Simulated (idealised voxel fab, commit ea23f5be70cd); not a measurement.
process module | voxel plated lines
cross-section cut | 295 nm wide | cells 5 nm
A cross-section is a grid of square cells, given in bands from the top down. A band is one or more rows of cells.
Each band's line starts with the height of the band's top and of its bottom, in nm. Then come its materials from left to right, each with its width in nm. One material with "throughout" fills the band from edge to edge. "air" is empty space.
Height 0 is the level under which the wafer as received is all one material. The lowest band goes on downwards, as in "0 down".
A width such as "30 to 40" changes by the same amount from each row of cells to the next, from the band's top row to its bottom row.
"no change" after a step means that no cell of the cross-section changed.
closed voids: empty space of 8 cells or more with no open way to the top, each as width x height at its distance from the left edge, in nm
after a step's settings: what the simulator itself notes on the step
overlay nm, on a step with a mask: how far to the right of its planned place the mask lay; to the left if negative
Each pair below shows a cross-section before one step and the cross-section after it, down to the lowest band that changed. The line under each pair gives the step between them, with its settings. The pairs can come from different runs of this module on the same starting wafer, so a pair continues from the pair above only where its "before" says so.
before
  0 down: Si throughout
  closed voids: none
after
  10 to 0: Al2O3 throughout
  below 0: unchanged
  closed voids: none
the step between: op CONFORMAL_DEP | material Al2O3 | thk nm 10
before: the cross-section after the pair above
after
  15 to 10: TiN throughout
  below 10: unchanged
  closed voids: none
the step between: op DIRECTIONAL_DEP | material TiN | thk nm 5
before: the cross-section after the pair above
after
  35 to 15: resist 70 | air 30 | resist 30 | air 30 | resist 30 | air 30 | resist 75
  below 15: unchanged
  closed voids: none
the step between: op PATTERN | tone open | mask id LINES | material resist | width nm 30 | pitch nm 60 | thk nm 20 | overlay nm 0
before: the cross-section after the pair above
after
  35 to 25: resist 70 | air 30 | resist 30 | air 30 | resist 30 | air 30 | resist 75
  25 to 15: resist 70 | Ru 30 | resist 30 | Ru 30 | resist 30 | Ru 30 | resist 75
  below 15: unchanged
  closed voids: none
the step between: op EPI | material Ru | thk nm 10
before: the cross-section after the pair above
after
  25 to 15: air 70 | Ru 30 | air 30 | Ru 30 | air 30 | Ru 30 | air 75
  below 15: unchanged
  closed voids: none
the step between: op STRIP | etch materials resist
before: the cross-section after the pair above
after
  25 to 15: air 70 | Ru 30 | air 30 | Ru 30 | air 30 | Ru 30 | air 75
  15 to 10: air 70 | TiN 30 | air 30 | TiN 30 | air 30 | TiN 30 | air 75
  below 10: unchanged
  closed voids: none
the step between: op DIRECTIONAL_ETCH | etch materials TiN | depth nm 5
before: the cross-section after the pair above
after
  35 to 25: air 60 | SiN 50 | air 10 | SiN 50 | air 10 | SiN 50 | air 65
  25 to 20: air 60 | SiN 10 | Ru 30 | SiN 10 | air 10 | SiN 10 | Ru 30 | SiN 10 | air 10 | SiN 10 | Ru 30 | SiN 10 | air 65
  20 to 15: SiN 70 | Ru 30 | SiN 30 | Ru 30 | SiN 30 | Ru 30 | SiN 75
  15 to 10: SiN 70 | TiN 30 | SiN 30 | TiN 30 | SiN 30 | TiN 30 | SiN 75
  below 10: unchanged
  closed voids: none
the step between: op CONFORMAL_DEP | material SiN | thk nm 10
before
  0 down: Si throughout
  closed voids: none
after
  5 to 0: TiN throughout
  below 0: unchanged
  closed voids: none
the step between: op DIRECTIONAL_DEP | material TiN | thk nm 5
before: the cross-section after the pair above
after
  25 to 5: resist 70 | air 30 | resist 30 | air 30 | resist 30 | air 30 | resist 75
  below 5: unchanged
  closed voids: none
the step between: op PATTERN | tone open | mask id LINES | material resist | width nm 30 | pitch nm 60 | thk nm 20 | overlay nm 0
before: the cross-section after the pair above
after
  25 to 15: resist 70 | air 30 | resist 30 | air 30 | resist 30 | air 30 | resist 75
  15 to 5: resist 70 | Ru 30 | resist 30 | Ru 30 | resist 30 | Ru 30 | resist 75
  below 5: unchanged
  closed voids: none
the step between: op EPI | material Ru | thk nm 10
before: the cross-section after the pair above
after
  15 to 5: air 70 | Ru 30 | air 30 | Ru 30 | air 30 | Ru 30 | air 75
  below 5: unchanged
  closed voids: none
the step between: op STRIP | etch materials resist
before: the cross-section after the pair above
after
  15 to 5: air 70 | Ru 30 | air 30 | Ru 30 | air 30 | Ru 30 | air 75
  5 to 0: air 70 | TiN 30 | air 30 | TiN 30 | air 30 | TiN 30 | air 75
  below 0: unchanged
  closed voids: none
the step between: op DIRECTIONAL_ETCH | etch materials TiN | depth nm 5
before: the cross-section after the pair above
after
  25 to 15: air 60 | SiN 50 | air 10 | SiN 50 | air 10 | SiN 50 | air 65
  15 to 10: air 60 | SiN 10 | Ru 30 | SiN 10 | air 10 | SiN 10 | Ru 30 | SiN 10 | air 10 | SiN 10 | Ru 30 | SiN 10 | air 65
  10 to 5: SiN 70 | Ru 30 | SiN 30 | Ru 30 | SiN 30 | Ru 30 | SiN 75
  5 to 0: SiN 70 | TiN 30 | SiN 30 | TiN 30 | SiN 30 | TiN 30 | SiN 75
  below 0: unchanged
  closed voids: none
the step between: op CONFORMAL_DEP | material SiN | thk nm 10
before
  35 to 25: resist 70 | air 30 | resist 30 | air 30 | resist 30 | air 30 | resist 75
  25 to 15: resist 70 | Ru 30 | resist 30 | Ru 30 | resist 30 | Ru 30 | resist 75
  15 to 10: TiN throughout
  10 to 0: Al2O3 throughout
  0 down: Si throughout
  closed voids: none
after
  35 to 15: resist 70 | Ru 30 | resist 30 | Ru 30 | resist 30 | Ru 30 | resist 75
  below 15: unchanged
  closed voids: none
the step between: op EPI | material Ru | thk nm 10
before: the cross-section after the pair above
after
  35 to 15: air 70 | Ru 30 | air 30 | Ru 30 | air 30 | Ru 30 | air 75
  below 15: unchanged
  closed voids: none
the step between: op STRIP | etch materials resist
before: the cross-section after the pair above
after
  35 to 15: air 70 | Ru 30 | air 30 | Ru 30 | air 30 | Ru 30 | air 75
  15 to 10: air 70 | TiN 30 | air 30 | TiN 30 | air 30 | TiN 30 | air 75
  below 10: unchanged
  closed voids: none
the step between: op DIRECTIONAL_ETCH | etch materials TiN | depth nm 5
before: the cross-section after the pair above
after
  45 to 35: air 60 | SiN 50 | air 10 | SiN 50 | air 10 | SiN 50 | air 65
  35 to 20: air 60 | SiN 10 | Ru 30 | SiN 10 | air 10 | SiN 10 | Ru 30 | SiN 10 | air 10 | SiN 10 | Ru 30 | SiN 10 | air 65
  20 to 15: SiN 70 | Ru 30 | SiN 30 | Ru 30 | SiN 30 | Ru 30 | SiN 75
  15 to 10: SiN 70 | TiN 30 | SiN 30 | TiN 30 | SiN 30 | TiN 30 | SiN 75
  below 10: unchanged
  closed voids: none
the step between: op CONFORMAL_DEP | material SiN | thk nm 10
before
  5 to 0: TiN throughout
  0 down: Si throughout
  closed voids: none
after
  15 to 5: Al2O3 throughout
  below 5: unchanged
  closed voids: none
the step between: op CONFORMAL_DEP | material Al2O3 | thk nm 10
before: the cross-section after the pair above
after
  35 to 15: resist 70 | air 30 | resist 30 | air 30 | resist 30 | air 30 | resist 75
  below 15: unchanged
  closed voids: none
the step between: op PATTERN | tone open | mask id LINES | material resist | width nm 30 | pitch nm 60 | thk nm 20 | overlay nm 0
before: the cross-section after the pair above
after
  15 to 5: Al2O3 throughout
  below 5: unchanged
  closed voids: none
the step between: op STRIP | etch materials resist
before: the cross-section after the pair above
after
  25 to 15: SiN throughout
  below 15: unchanged
  closed voids: none
the step between: op CONFORMAL_DEP | material SiN | thk nm 10
before
  0 down: Si throughout
  closed voids: none
after
  5 to 0: Al2O3 throughout
  below 0: unchanged
  closed voids: none
the step between: op CONFORMAL_DEP | material Al2O3 | thk nm 5
before: the cross-section after the pair above
after
  10 to 5: TiN throughout
  below 5: unchanged
  closed voids: none
the step between: op DIRECTIONAL_DEP | material TiN | thk nm 5
before: the cross-section after the pair above
after
  30 to 10: resist 70 | air 30 | resist 30 | air 30 | resist 30 | air 30 | resist 75
  below 10: unchanged
  closed voids: none
the step between: op PATTERN | tone open | mask id LINES | material resist | width nm 30 | pitch nm 60 | thk nm 20 | overlay nm 0
before: the cross-section after the pair above
after
  30 to 20: resist 70 | air 30 | resist 30 | air 30 | resist 30 | air 30 | resist 75
  20 to 10: resist 70 | Ru 30 | resist 30 | Ru 30 | resist 30 | Ru 30 | resist 75
  below 10: unchanged
  closed voids: none
the step between: op EPI | material Ru | thk nm 10
before: the cross-section after the pair above
after
  20 to 10: air 70 | Ru 30 | air 30 | Ru 30 | air 30 | Ru 30 | air 75
  below 10: unchanged
  closed voids: none
the step between: op STRIP | etch materials resist
before: the cross-section after the pair above
after
  20 to 10: air 70 | Ru 30 | air 30 | Ru 30 | air 30 | Ru 30 | air 75
  10 to 5: air 70 | TiN 30 | air 30 | TiN 30 | air 30 | TiN 30 | air 75
  below 5: unchanged
  closed voids: none
the step between: op DIRECTIONAL_ETCH | etch materials TiN | depth nm 5
before: the cross-section after the pair above
after
  30 to 20: air 60 | SiN 50 | air 10 | SiN 50 | air 10 | SiN 50 | air 65
  20 to 15: air 60 | SiN 10 | Ru 30 | SiN 10 | air 10 | SiN 10 | Ru 30 | SiN 10 | air 10 | SiN 10 | Ru 30 | SiN 10 | air 65
  15 to 10: SiN 70 | Ru 30 | SiN 30 | Ru 30 | SiN 30 | Ru 30 | SiN 75
  10 to 5: SiN 70 | TiN 30 | SiN 30 | TiN 30 | SiN 30 | TiN 30 | SiN 75
  below 5: unchanged
  closed voids: none
the step between: op CONFORMAL_DEP | material SiN | thk nm 10
before
  15 to 10: TiN throughout
  10 to 0: Al2O3 throughout
  0 down: Si throughout
  closed voids: none
after
  35 to 15: resist 65 | air 40 | resist 20 | air 40 | resist 20 | air 40 | resist 70
  below 15: unchanged
  closed voids: none
the step between: op PATTERN | tone open | mask id LINES | material resist | width nm 40 | pitch nm 60 | thk nm 20 | overlay nm 0
before: the cross-section after the pair above
after
  35 to 25: resist 65 | air 40 | resist 20 | air 40 | resist 20 | air 40 | resist 70
  25 to 15: resist 65 | Ru 40 | resist 20 | Ru 40 | resist 20 | Ru 40 | resist 70
  below 15: unchanged
  closed voids: none
the step between: op EPI | material Ru | thk nm 10
before: the cross-section after the pair above
after
  25 to 15: air 65 | Ru 40 | air 20 | Ru 40 | air 20 | Ru 40 | air 70
  below 15: unchanged
  closed voids: none
the step between: op STRIP | etch materials resist
before: the cross-section after the pair above
after
  25 to 15: air 65 | Ru 40 | air 20 | Ru 40 | air 20 | Ru 40 | air 70
  15 to 10: air 65 | TiN 40 | air 20 | TiN 40 | air 20 | TiN 40 | air 70
  below 10: unchanged
  closed voids: none
the step between: op DIRECTIONAL_ETCH | etch materials TiN | depth nm 5
before: the cross-section after the pair above
after
  35 to 25: air 55 | SiN 180 | air 60
  25 to 20: air 55 | SiN 10 | Ru 40 | SiN 20 | Ru 40 | SiN 20 | Ru 40 | SiN 10 | air 60
  20 to 15: SiN 65 | Ru 40 | SiN 20 | Ru 40 | SiN 20 | Ru 40 | SiN 70
  15 to 10: SiN 65 | TiN 40 | SiN 20 | TiN 40 | SiN 20 | TiN 40 | SiN 70
  below 10: unchanged
  closed voids: none
the step between: op CONFORMAL_DEP | material SiN | thk nm 10
before
  15 to 10: TiN throughout
  10 to 0: Al2O3 throughout
  0 down: Si throughout
  closed voids: none
after
  35 to 15: resist 80 | air 30 | resist 30 | air 30 | resist 30 | air 30 | resist 65
  below 15: unchanged
  closed voids: none
the step between: op PATTERN | tone open | mask id LINES | material resist | width nm 30 | pitch nm 60 | thk nm 20 | overlay nm 10
before: the cross-section after the pair above
after
  35 to 25: resist 80 | air 30 | resist 30 | air 30 | resist 30 | air 30 | resist 65
  25 to 15: resist 80 | Ru 30 | resist 30 | Ru 30 | resist 30 | Ru 30 | resist 65
  below 15: unchanged
  closed voids: none
the step between: op EPI | material Ru | thk nm 10
before: the cross-section after the pair above
after
  25 to 15: air 80 | Ru 30 | air 30 | Ru 30 | air 30 | Ru 30 | air 65
  below 15: unchanged
  closed voids: none
the step between: op STRIP | etch materials resist
before: the cross-section after the pair above
after
  25 to 15: air 80 | Ru 30 | air 30 | Ru 30 | air 30 | Ru 30 | air 65
  15 to 10: air 80 | TiN 30 | air 30 | TiN 30 | air 30 | TiN 30 | air 65
  below 10: unchanged
  closed voids: none
the step between: op DIRECTIONAL_ETCH | etch materials TiN | depth nm 5
before: the cross-section after the pair above
after
  35 to 25: air 70 | SiN 50 | air 10 | SiN 50 | air 10 | SiN 50 | air 55
  25 to 20: air 70 | SiN 10 | Ru 30 | SiN 10 | air 10 | SiN 10 | Ru 30 | SiN 10 | air 10 | SiN 10 | Ru 30 | SiN 10 | air 55
  20 to 15: SiN 80 | Ru 30 | SiN 30 | Ru 30 | SiN 30 | Ru 30 | SiN 65
  15 to 10: SiN 80 | TiN 30 | SiN 30 | TiN 30 | SiN 30 | TiN 30 | SiN 65
  below 10: unchanged
  closed voids: none
the step between: op CONFORMAL_DEP | material SiN | thk nm 10
before
  25 to 15: air 70 | Ru 30 | air 30 | Ru 30 | air 30 | Ru 30 | air 75
  15 to 10: air 70 | TiN 30 | air 30 | TiN 30 | air 30 | TiN 30 | air 75
  10 to 0: Al2O3 throughout
  0 down: Si throughout
  closed voids: none
after
  35 to 20: air 60 | Ru 50 | air 10 | Ru 50 | air 10 | Ru 50 | air 65
  20 to 15: Ru throughout
  15 to 10: Ru 70 | TiN 30 | Ru 30 | TiN 30 | Ru 30 | TiN 30 | Ru 75
  below 10: unchanged
  closed voids: none
the step between: op CONFORMAL_DEP | material Ru | thk nm 10
before
  15 to 10: TiN throughout
  10 to 0: Al2O3 throughout
  0 down: Si throughout
  closed voids: none
after
  35 to 15: air 70 | resist 30 | air 30 | resist 30 | air 30 | resist 30 | air 75
  below 15: unchanged
  closed voids: none
the step between: op PATTERN | tone cover | mask id LINES | material resist | width nm 30 | pitch nm 60 | thk nm 20 | overlay nm 0
before: the cross-section after the pair above
after
  35 to 25: air 70 | resist 30 | air 30 | resist 30 | air 30 | resist 30 | air 75
  25 to 15: Ru 70 | resist 30 | Ru 30 | resist 30 | Ru 30 | resist 30 | Ru 75
  below 15: unchanged
  closed voids: none
the step between: op EPI | material Ru | thk nm 10
before: the cross-section after the pair above
after
  25 to 15: Ru 70 | air 30 | Ru 30 | air 30 | Ru 30 | air 30 | Ru 75
  below 15: unchanged
  closed voids: none
the step between: op STRIP | etch materials resist
before: the cross-section after the pair above
after
  25 to 15: Ru 70 | air 30 | Ru 30 | air 30 | Ru 30 | air 30 | Ru 75
  15 to 10: TiN 70 | air 30 | TiN 30 | air 30 | TiN 30 | air 30 | TiN 75
  below 10: unchanged
  closed voids: none
the step between: op DIRECTIONAL_ETCH | etch materials TiN | depth nm 5
before: the cross-section after the pair above
after
  35 to 25: SiN 80 | air 10 | SiN 50 | air 10 | SiN 50 | air 10 | SiN 85
  25 to 20: Ru 70 | SiN 10 | air 10 | SiN 10 | Ru 30 | SiN 10 | air 10 | SiN 10 | Ru 30 | SiN 10 | air 10 | SiN 10 | Ru 75
  20 to 15: Ru 70 | SiN 30 | Ru 30 | SiN 30 | Ru 30 | SiN 30 | Ru 75
  15 to 10: TiN 70 | SiN 30 | TiN 30 | SiN 30 | TiN 30 | SiN 30 | TiN 75
  below 10: unchanged
  closed voids: none
the step between: op CONFORMAL_DEP | material SiN | thk nm 10
